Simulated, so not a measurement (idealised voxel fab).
process module | voxel wiring stack
cross-section cut | 280 nm wide | cells 5 nm
A cross-section is a grid of square cells, given in bands from the top down. A band is one or more rows of cells.
Each band's line starts with the height of the band's top and of its bottom, in nm. Then come its materials from left to right, each with its width in nm. One material with "throughout" fills the band from edge to edge. "air" is empty space.
Height 0 is the level under which the wafer as received is all one material. The lowest band goes on downwards, as in "0 down".
A width such as "30 to 40" changes by the same amount from each row of cells to the next, from the band's top row to its bottom row.
"no change" after a step means that no cell of the cross-section changed.
closed voids: empty space of 8 cells or more with no open way to the top, each as width x height at its distance from the left edge, in nm
after a step's settings: what the simulator itself notes on the step
overlay nm, on a step with a mask: how far to the right of its planned place the mask lay; to the left if negative
plan
1 op RECEIVE | material Si
2 op CONFORMAL_DEP | material SiO2 | thk nm 10
3 op DIRECTIONAL_DEP | material TiN | thk nm 5
4 op DIRECTIONAL_DEP | material W | thk nm 15
5 op MASKED_ETCH | tone cover | mask id METAL_1 | width nm 20 | pitch nm 40 | etch materials W | depth nm 15 | overlay nm 0
6 op MASKED_ETCH | tone cover | mask id METAL_1 | width nm 20 | pitch nm 40 | etch materials TiN | depth nm 5 | overlay nm 0
7 op CONFORMAL_DEP | material SiCN | thk nm 5
8 op FILL_DEP | material lowk | thk nm 5
9 op CMP | height nm 30
10 op CONFORMAL_DEP | material SiCN | thk nm 5
11 op DIRECTIONAL_DEP | material lowk | thk nm 25
12 op DIRECTIONAL_DEP | material aC | thk nm 10
13 op PATTERN | tone open | mask id METAL_2_HOLES | material resist | width nm 15 | pitch nm 80 | thk nm 30 | overlay nm 0
14 op DIRECTIONAL_ETCH | etch materials aC | depth nm 10
15 op STRIP | etch materials resist
16 op DIRECTIONAL_ETCH | etch materials lowk | depth nm 25
17 op STRIP | etch materials aC
18 op PATTERN | tone open | mask id METAL_2 | material resist | width nm 20 | pitch nm 40 | thk nm 15 | overlay nm 0
19 op DIRECTIONAL_ETCH | etch materials lowk | depth nm 15
20 op DIRECTIONAL_ETCH | etch materials SiCN | depth nm 5
21 op STRIP | etch materials resist
22 op CONFORMAL_DEP | material TiN | thk nm 5
23 op FILL_DEP | material Ru | thk nm 10
24 op CMP | height nm 60
25 op CONFORMAL_DEP | material SiCN | thk nm 5
as received, after step 1
  0 down: Si throughout
  closed voids: none
a wafer at the end: this start, this plan, one mistake
  65 to 60: SiCN throughout
  60 to 50: Ru throughout
  50 to 45: Ru 65 | TiN 25 | Ru 55 | TiN 25 | Ru 110
  45 to 40: Ru 65 | TiN 5 | lowk 15 | TiN 5 | Ru 55 | TiN 5 | lowk 15 | TiN 5 | Ru 110
  40 to 35: TiN 70 | lowk 15 | TiN 30 | Ru 10 | TiN 25 | lowk 15 | TiN 30 | Ru 10 | TiN 75
  35 to 30: SiCN 85 | TiN 5 | SiCN 20 | TiN 20 | SiCN 35 | TiN 5 | SiCN 20 | TiN 20 | SiCN 70
  30 to 15: lowk 65 | SiCN 5 | W 20 | SiCN 5 | lowk 10 | SiCN 5 | W 20 | SiCN 5 | lowk 10 | SiCN 5 | W 20 | SiCN 5 | lowk 10 | SiCN 5 | W 20 | SiCN 5 | lowk 65
  15 to 10: SiCN 70 | TiN 20 | SiCN 20 | TiN 20 | SiCN 20 | TiN 20 | SiCN 20 | TiN 20 | SiCN 70
  10 to 0: SiO2 throughout
  0 down: Si throughout
  closed voids: none
what went wrong: step 13 ran as: op PATTERN | tone cover | mask id METAL_2_HOLES | material resist | width nm 15 | pitch nm 80 | thk nm 30 | overlay nm 0
